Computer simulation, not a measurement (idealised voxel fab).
The name of this process module is voxel wiring stack.
Cross-section cut spans 160 nm and uses square cells 5 nm in size.
Reading order for cross-sections: top band down to bottom band. Underlying form: a grid of square cells. Band size: one or more rows of cells.
Band: top height; bottom height; in nm. Then, left to right: material with width in nm, for each material. "edge to edge": a single material spanning edge to edge. "air": empty space.
Below 0: as-received wafer, all one material; heights counted from there. Lowest band: no bottom, goes on down, written "0..down".
The width entry "30 to 40" should be interpreted row by row: the top row of cells in the band takes the first number, the bottom row takes the second number, and the change between adjacent rows is uniform throughout.
Where a step carries "remained the same", the cross-section came out of it unchanged, cell for cell.
"Sealed void listing" enumerates empty spaces isolated from the top, with no open way to it, that contain at least 8 cells, giving each as width x height at distance from the left edge, all three in nm.
If you see something after the settings on a step's line, that's the simulator's own remark about that step.
overlay nm: step with mask; distance mask lay right of planned place; negative value = left of planned place.
# This section lists the process steps that were planned
| 1 | RECEIVE, material Si |
| 2 | CONFORMAL_DEP, material SiO2, thk nm 15 |
| 3 | CONFORMAL_DEP, material SiN, thk nm 5 |
| 4 | DIRECTIONAL_DEP, material SiO2, thk nm 25 |
| 5 | PATTERN, tone open, mask id METAL_1, material resist, width nm 25, pitch nm 45, thk nm 15, overlay nm 0 |
| 6 | DIRECTIONAL_ETCH, etch materials SiO2, depth nm 25 |
| 7 | DIRECTIONAL_ETCH, etch materials SiN, depth nm 5 |
| 8 | STRIP, etch materials resist |
| 9 | CONFORMAL_DEP, material TiN, thk nm 5 |
| 10 | FILL_DEP, material Ru, thk nm 10 |
| 11 | CMP, height nm 45 |
| 12 | CONFORMAL_DEP, material SiCN, thk nm 5 |
| 13 | DIRECTIONAL_DEP, material SiO2, thk nm 30 |
| 14 | MASKED_ETCH, tone open, mask id METAL_2, width nm 25, pitch nm 45, etch materials SiO2, depth nm 20, overlay nm 0 |
| 15 | PATTERN, tone open, mask id METAL_2_HOLES, material resist, width nm 15, thk nm 20, overlay nm 0 |
| 16 | DIRECTIONAL_ETCH, etch materials SiO2, depth nm 10 |
| 17 | DIRECTIONAL_ETCH, etch materials SiCN, depth nm 5 |
| 18 | STRIP, etch materials resist |
| 19 | CONFORMAL_DEP, material TiN, thk nm 5 |
| 20 | FILL_DEP, material Cu, thk nm 10 |
| 21 | CMP, height nm 80 |
| 22 | CONFORMAL_DEP, material SiCN, thk nm 5 |
| 23 | DIRECTIONAL_DEP, material lowk, thk nm 10 |
| 24 | MASKED_ETCH, tone open, mask id PLUG_2, width nm 15, etch materials lowk, depth nm 10, overlay nm 0 |
| 25 | MASKED_ETCH, tone open, mask id PLUG_2, width nm 15, etch materials SiCN, depth nm 5, overlay nm 0 |
| 26 | CONFORMAL_DEP, material TiN, thk nm 5 |
| 27 | FILL_DEP, material Cu, thk nm 5 |
| 28 | CMP, height nm 95 |
| 29 | CONFORMAL_DEP, material SiCN, thk nm 5 |
| 30 | DIRECTIONAL_DEP, material SiO2, thk nm 20 |
| 31 | MASKED_ETCH, tone open, mask id METAL_3, width nm 25, pitch nm 45, etch materials SiO2, depth nm 20, overlay nm 0 |
| 32 | MASKED_ETCH, tone open, mask id METAL_3, width nm 25, pitch nm 45, etch materials SiCN, depth nm 5, overlay nm 0 |
| 33 | CONFORMAL_DEP, material TiN, thk nm 5 |
| 34 | FILL_DEP, material Cu, thk nm 5 |
| 35 | CMP, height nm 120 |
| 36 | CONFORMAL_DEP, material SiCN, thk nm 5 |
# Concerning the first of two wafers, which was run in accordance with the plan
# Wafer as received: cross-section following step 1
  0..down  Si edge to edge
  Sealed void listing: none
# Wafer section view after processing step 2
  15..0  SiO2 edge to edge
  For the remainder of the cross-section, below 0, there is no change.
# Wafer section view after processing step 3
  20..15  SiN edge to edge
  For the remainder of the cross-section, below 15, there is no change.
# Wafer section view after processing step 4
  45..20  SiO2 edge to edge
  For the remainder of the cross-section, below 20, there is no change.
# Wafer section view after processing step 5
  60..45  45 nm resist / 25 nm air / 20 nm resist / 25 nm air / 45 nm resist
  For the remainder of the cross-section, below 45, there is no change.
# Wafer section view after processing step 6
  60..45  45 nm resist / 25 nm air / 20 nm resist / 25 nm air / 45 nm resist
  45..20  45 nm SiO2 / 25 nm air / 20 nm SiO2 / 25 nm air / 45 nm SiO2
  For the remainder of the cross-section, below 20, there is no change.
# Wafer section view after processing step 7
  60..45  45 nm resist / 25 nm air / 20 nm resist / 25 nm air / 45 nm resist
  45..20  45 nm SiO2 / 25 nm air / 20 nm SiO2 / 25 nm air / 45 nm SiO2
  20..15  45 nm SiN / 25 nm air / 20 nm SiN / 25 nm air / 45 nm SiN
  For the remainder of the cross-section, below 15, there is no change.
# Wafer section view after processing step 8
  45..20  45 nm SiO2 / 25 nm air / 20 nm SiO2 / 25 nm air / 45 nm SiO2
  For the remainder of the cross-section, below 20, there is no change.
# Wafer section view after processing step 9
  50..45  50 nm TiN / 15 nm air / 30 nm TiN / 15 nm air / 50 nm TiN
  45..20  45 nm SiO2 / 5 nm TiN / 15 nm air / 5 nm TiN / 20 nm SiO2 / 5 nm TiN / 15 nm air / 5 nm TiN / 45 nm SiO2
  20..15  45 nm SiN / 25 nm TiN / 20 nm SiN / 25 nm TiN / 45 nm SiN
  For the remainder of the cross-section, below 15, there is no change.
# Wafer section view after processing step 10
  60..50  Ru edge to edge
  50..45  50 nm TiN / 15 nm Ru / 30 nm TiN / 15 nm Ru / 50 nm TiN
  45..20  45 nm SiO2 / 5 nm TiN / 15 nm Ru / 5 nm TiN / 20 nm SiO2 / 5 nm TiN / 15 nm Ru / 5 nm TiN / 45 nm SiO2
  For the remainder of the cross-section, below 20, there is no change.
# Wafer section view after processing step 11
  45..20  45 nm SiO2 / 5 nm TiN / 15 nm Ru / 5 nm TiN / 20 nm SiO2 / 5 nm TiN / 15 nm Ru / 5 nm TiN / 45 nm SiO2
  For the remainder of the cross-section, below 20, there is no change.
# Wafer section view after processing step 12
  50..45  SiCN edge to edge
  For the remainder of the cross-section, below 45, there is no change.
# Wafer section view after processing step 13
  80..50  SiO2 edge to edge
  For the remainder of the cross-section, below 50, there is no change.
# Wafer section view after processing step 14
  80..60  45 nm SiO2 / 25 nm air / 20 nm SiO2 / 25 nm air / 45 nm SiO2
  For the remainder of the cross-section, below 60, there is no change.
# Wafer section view after processing step 15
  100..80  45 nm resist / 15 nm air / 100 nm resist
  80..60  45 nm SiO2 / 15 nm air / 10 nm resist / 20 nm SiO2 / 25 nm resist / 45 nm SiO2
  For the remainder of the cross-section, below 60, there is no change.
# Wafer section view after processing step 16
  100..80  45 nm resist / 15 nm air / 100 nm resist
  80..60  45 nm SiO2 / 15 nm air / 10 nm resist / 20 nm SiO2 / 25 nm resist / 45 nm SiO2
  60..50  45 nm SiO2 / 15 nm air / 100 nm SiO2
  For the remainder of the cross-section, below 50, there is no change.
# Wafer section view after processing step 17
  100..80  45 nm resist / 15 nm air / 100 nm resist
  80..60  45 nm SiO2 / 15 nm air / 10 nm resist / 20 nm SiO2 / 25 nm resist / 45 nm SiO2
  60..50  45 nm SiO2 / 15 nm air / 100 nm SiO2
  50..45  45 nm SiCN / 15 nm air / 100 nm SiCN
  For the remainder of the cross-section, below 45, there is no change.
# Wafer section view after processing step 18
  80..60  45 nm SiO2 / 25 nm air / 20 nm SiO2 / 25 nm air / 45 nm SiO2
  For the remainder of the cross-section, below 60, there is no change.
# Wafer section view after processing step 19
  85..80  50 nm TiN / 15 nm air / 30 nm TiN / 15 nm air / 50 nm TiN
  80..65  45 nm SiO2 / 5 nm TiN / 15 nm air / 5 nm TiN / 20 nm SiO2 / 5 nm TiN / 15 nm air / 5 nm TiN / 45 nm SiO2
  65..60  45 nm SiO2 / 5 nm TiN / 5 nm air / 15 nm TiN / 20 nm SiO2 / 25 nm TiN / 45 nm SiO2
  60..50  45 nm SiO2 / 5 nm TiN / 5 nm air / 5 nm TiN / 100 nm SiO2
  50..45  45 nm SiCN / 15 nm TiN / 100 nm SiCN
  For the remainder of the cross-section, below 45, there is no change.
# Wafer section view after processing step 20
  95..85  Cu edge to edge
  85..80  50 nm TiN / 15 nm Cu / 30 nm TiN / 15 nm Cu / 50 nm TiN
  80..65  45 nm SiO2 / 5 nm TiN / 15 nm Cu / 5 nm TiN / 20 nm SiO2 / 5 nm TiN / 15 nm Cu / 5 nm TiN / 45 nm SiO2
  65..60  45 nm SiO2 / 5 nm TiN / 5 nm Cu / 15 nm TiN / 20 nm SiO2 / 25 nm TiN / 45 nm SiO2
  60..50  45 nm SiO2 / 5 nm TiN / 5 nm Cu / 5 nm TiN / 100 nm SiO2
  For the remainder of the cross-section, below 50, there is no change.
# Wafer section view after processing step 21
  80..65  45 nm SiO2 / 5 nm TiN / 15 nm Cu / 5 nm TiN / 20 nm SiO2 / 5 nm TiN / 15 nm Cu / 5 nm TiN / 45 nm SiO2
  For the remainder of the cross-section, below 65, there is no change.
# Wafer section view after processing step 22
  85..80  SiCN edge to edge
  For the remainder of the cross-section, below 80, there is no change.
# Wafer section view after processing step 23
  95..85  lowk edge to edge
  For the remainder of the cross-section, below 85, there is no change.
# Wafer section view after processing step 24
  95..85  45 nm lowk / 15 nm air / 100 nm lowk
  For the remainder of the cross-section, below 85, there is no change.
# Wafer section view after processing step 25
  95..85  45 nm lowk / 15 nm air / 100 nm lowk
  85..80  45 nm SiCN / 15 nm air / 100 nm SiCN
  For the remainder of the cross-section, below 80, there is no change.
# Wafer section view after processing step 26
  100..95  50 nm TiN / 5 nm air / 105 nm TiN
  95..85  45 nm lowk / 5 nm TiN / 5 nm air / 5 nm TiN / 100 nm lowk
  85..80  45 nm SiCN / 15 nm TiN / 100 nm SiCN
  For the remainder of the cross-section, below 80, there is no change.
# Wafer section view after processing step 27
  105..100  Cu edge to edge
  100..95  50 nm TiN / 5 nm Cu / 105 nm TiN
  95..85  45 nm lowk / 5 nm TiN / 5 nm Cu / 5 nm TiN / 100 nm lowk
  For the remainder of the cross-section, below 85, there is no change.
# Wafer section view after processing step 28
  95..85  45 nm lowk / 5 nm TiN / 5 nm Cu / 5 nm TiN / 100 nm lowk
  For the remainder of the cross-section, below 85, there is no change.
# Wafer section view after processing step 29
  100..95  SiCN edge to edge
  For the remainder of the cross-section, below 95, there is no change.
# Wafer section view after processing step 30
  120..100  SiO2 edge to edge
  For the remainder of the cross-section, below 100, there is no change.
# Wafer section view after processing step 31
  120..100  45 nm SiO2 / 25 nm air / 20 nm SiO2 / 25 nm air / 45 nm SiO2
  For the remainder of the cross-section, below 100, there is no change.
# Wafer section view after processing step 32
  120..100  45 nm SiO2 / 25 nm air / 20 nm SiO2 / 25 nm air / 45 nm SiO2
  100..95  45 nm SiCN / 25 nm air / 20 nm SiCN / 25 nm air / 45 nm SiCN
  For the remainder of the cross-section, below 95, there is no change.
# Wafer section view after processing step 33
  125..120  50 nm TiN / 15 nm air / 30 nm TiN / 15 nm air / 50 nm TiN
  120..100  45 nm SiO2 / 5 nm TiN / 15 nm air / 5 nm TiN / 20 nm SiO2 / 5 nm TiN / 15 nm air / 5 nm TiN / 45 nm SiO2
  100..95  45 nm SiCN / 25 nm TiN / 20 nm SiCN / 25 nm TiN / 45 nm SiCN
  For the remainder of the cross-section, below 95, there is no change.
# Wafer section view after processing step 34
  130..125  Cu edge to edge
  125..120  50 nm TiN / 15 nm Cu / 30 nm TiN / 15 nm Cu / 50 nm TiN
  120..100  45 nm SiO2 / 5 nm TiN / 15 nm Cu / 5 nm TiN / 20 nm SiO2 / 5 nm TiN / 15 nm Cu / 5 nm TiN / 45 nm SiO2
  For the remainder of the cross-section, below 100, there is no change.
# Wafer section view after processing step 35
  120..100  45 nm SiO2 / 5 nm TiN / 15 nm Cu / 5 nm TiN / 20 nm SiO2 / 5 nm TiN / 15 nm Cu / 5 nm TiN / 45 nm SiO2
  For the remainder of the cross-section, below 100, there is no change.
# Wafer section view after processing step 36
  125..120  SiCN edge to edge
  For the remainder of the cross-section, below 120, there is no change.
# second wafer: like start, like plan, one mistake. Through step 12 it matches the first wafer
# Second wafer, cross-section, planned end of step 13
  110..50  SiO2 edge to edge
  For the remainder of the cross-section, below 50, there is no change.
# Second wafer, cross-section, planned end of step 14
  110..90  45 nm SiO2 / 25 nm air / 20 nm SiO2 / 25 nm air / 45 nm SiO2
  For the remainder of the cross-section, below 90, there is no change.
# Second wafer, cross-section, planned end of step 15
  130..110  45 nm resist / 15 nm air / 100 nm resist
  110..90  45 nm SiO2 / 15 nm air / 10 nm resist / 20 nm SiO2 / 25 nm resist / 45 nm SiO2
  For the remainder of the cross-section, below 90, there is no change.
# Second wafer, cross-section, planned end of step 16
  130..110  45 nm resist / 15 nm air / 100 nm resist
  110..90  45 nm SiO2 / 15 nm air / 10 nm resist / 20 nm SiO2 / 25 nm resist / 45 nm SiO2
  90..80  45 nm SiO2 / 15 nm air / 100 nm SiO2
  For the remainder of the cross-section, below 80, there is no change.
Second wafer, cross-section, planned end of step 17: remained the same
# Second wafer, cross-section, planned end of step 18
  110..90  45 nm SiO2 / 25 nm air / 20 nm SiO2 / 25 nm air / 45 nm SiO2
  For the remainder of the cross-section, below 90, there is no change.
# Second wafer, cross-section, planned end of step 19
  115..110  50 nm TiN / 15 nm air / 30 nm TiN / 15 nm air / 50 nm TiN
  110..95  45 nm SiO2 / 5 nm TiN / 15 nm air / 5 nm TiN / 20 nm SiO2 / 5 nm TiN / 15 nm air / 5 nm TiN / 45 nm SiO2
  95..90  45 nm SiO2 / 5 nm TiN / 5 nm air / 15 nm TiN / 20 nm SiO2 / 25 nm TiN / 45 nm SiO2
  90..85  45 nm SiO2 / 5 nm TiN / 5 nm air / 5 nm TiN / 100 nm SiO2
  85..80  45 nm SiO2 / 15 nm TiN / 100 nm SiO2
  For the remainder of the cross-section, below 80, there is no change.
# Second wafer, cross-section, planned end of step 20
  125..115  Cu edge to edge
  115..110  50 nm TiN / 15 nm Cu / 30 nm TiN / 15 nm Cu / 50 nm TiN
  110..95  45 nm SiO2 / 5 nm TiN / 15 nm Cu / 5 nm TiN / 20 nm SiO2 / 5 nm TiN / 15 nm Cu / 5 nm TiN / 45 nm SiO2
  95..90  45 nm SiO2 / 5 nm TiN / 5 nm Cu / 15 nm TiN / 20 nm SiO2 / 25 nm TiN / 45 nm SiO2
  90..85  45 nm SiO2 / 5 nm TiN / 5 nm Cu / 5 nm TiN / 100 nm SiO2
  For the remainder of the cross-section, below 85, there is no change.
# Second wafer, cross-section, planned end of step 21
  80..50  SiO2 edge to edge
  For the remainder of the cross-section, below 50, there is no change.
# Second wafer, cross-section, planned end of step 22
  85..80  SiCN edge to edge
  For the remainder of the cross-section, below 80, there is no change.
# Second wafer, cross-section, planned end of step 23
  95..85  lowk edge to edge
  For the remainder of the cross-section, below 85, there is no change.
# Second wafer, cross-section, planned end of step 24
  95..85  45 nm lowk / 15 nm air / 100 nm lowk
  For the remainder of the cross-section, below 85, there is no change.
# Second wafer, cross-section, planned end of step 25
  95..85  45 nm lowk / 15 nm air / 100 nm lowk
  85..80  45 nm SiCN / 15 nm air / 100 nm SiCN
  For the remainder of the cross-section, below 80, there is no change.
# Second wafer, cross-section, planned end of step 26
  100..95  50 nm TiN / 5 nm air / 105 nm TiN
  95..85  45 nm lowk / 5 nm TiN / 5 nm air / 5 nm TiN / 100 nm lowk
  85..80  45 nm SiCN / 15 nm TiN / 100 nm SiCN
  For the remainder of the cross-section, below 80, there is no change.
# Second wafer, cross-section, planned end of step 27
  105..100  Cu edge to edge
  100..95  50 nm TiN / 5 nm Cu / 105 nm TiN
  95..85  45 nm lowk / 5 nm TiN / 5 nm Cu / 5 nm TiN / 100 nm lowk
  For the remainder of the cross-section, below 85, there is no change.
# Second wafer, cross-section, planned end of step 28
  95..85  45 nm lowk / 5 nm TiN / 5 nm Cu / 5 nm TiN / 100 nm lowk
  For the remainder of the cross-section, below 85, there is no change.
# Second wafer, cross-section, planned end of step 29
  100..95  SiCN edge to edge
  For the remainder of the cross-section, below 95, there is no change.
# Second wafer, cross-section, planned end of step 30
  120..100  SiO2 edge to edge
  For the remainder of the cross-section, below 100, there is no change.
# Second wafer, cross-section, planned end of step 31
  120..100  45 nm SiO2 / 25 nm air / 20 nm SiO2 / 25 nm air / 45 nm SiO2
  For the remainder of the cross-section, below 100, there is no change.
# Second wafer, cross-section, planned end of step 32
  120..100  45 nm SiO2 / 25 nm air / 20 nm SiO2 / 25 nm air / 45 nm SiO2
  100..95  45 nm SiCN / 25 nm air / 20 nm SiCN / 25 nm air / 45 nm SiCN
  For the remainder of the cross-section, below 95, there is no change.
# Second wafer, cross-section, planned end of step 33
  125..120  50 nm TiN / 15 nm air / 30 nm TiN / 15 nm air / 50 nm TiN
  120..100  45 nm SiO2 / 5 nm TiN / 15 nm air / 5 nm TiN / 20 nm SiO2 / 5 nm TiN / 15 nm air / 5 nm TiN / 45 nm SiO2
  100..95  45 nm SiCN / 25 nm TiN / 20 nm SiCN / 25 nm TiN / 45 nm SiCN
  For the remainder of the cross-section, below 95, there is no change.
# Second wafer, cross-section, planned end of step 34
  130..125  Cu edge to edge
  125..120  50 nm TiN / 15 nm Cu / 30 nm TiN / 15 nm Cu / 50 nm TiN
  120..100  45 nm SiO2 / 5 nm TiN / 15 nm Cu / 5 nm TiN / 20 nm SiO2 / 5 nm TiN / 15 nm Cu / 5 nm TiN / 45 nm SiO2
  For the remainder of the cross-section, below 100, there is no change.
# Second wafer, cross-section, planned end of step 35
  120..100  45 nm SiO2 / 5 nm TiN / 15 nm Cu / 5 nm TiN / 20 nm SiO2 / 5 nm TiN / 15 nm Cu / 5 nm TiN / 45 nm SiO2
  For the remainder of the cross-section, below 100, there is no change.
# Second wafer, cross-section, planned end of step 36
  125..120  SiCN edge to edge
  For the remainder of the cross-section, below 120, there is no change.
Heads up, the wafer didn't run the way we planned it: it should be noted that step 13 of the plan was executed twice
In the final state, the cell counts of the second wafer exceed or fall short of those of the first for the following materials: Cu: 21 fewer | SiCN: 3 more | SiO2: 46 more | TiN: 28 fewer
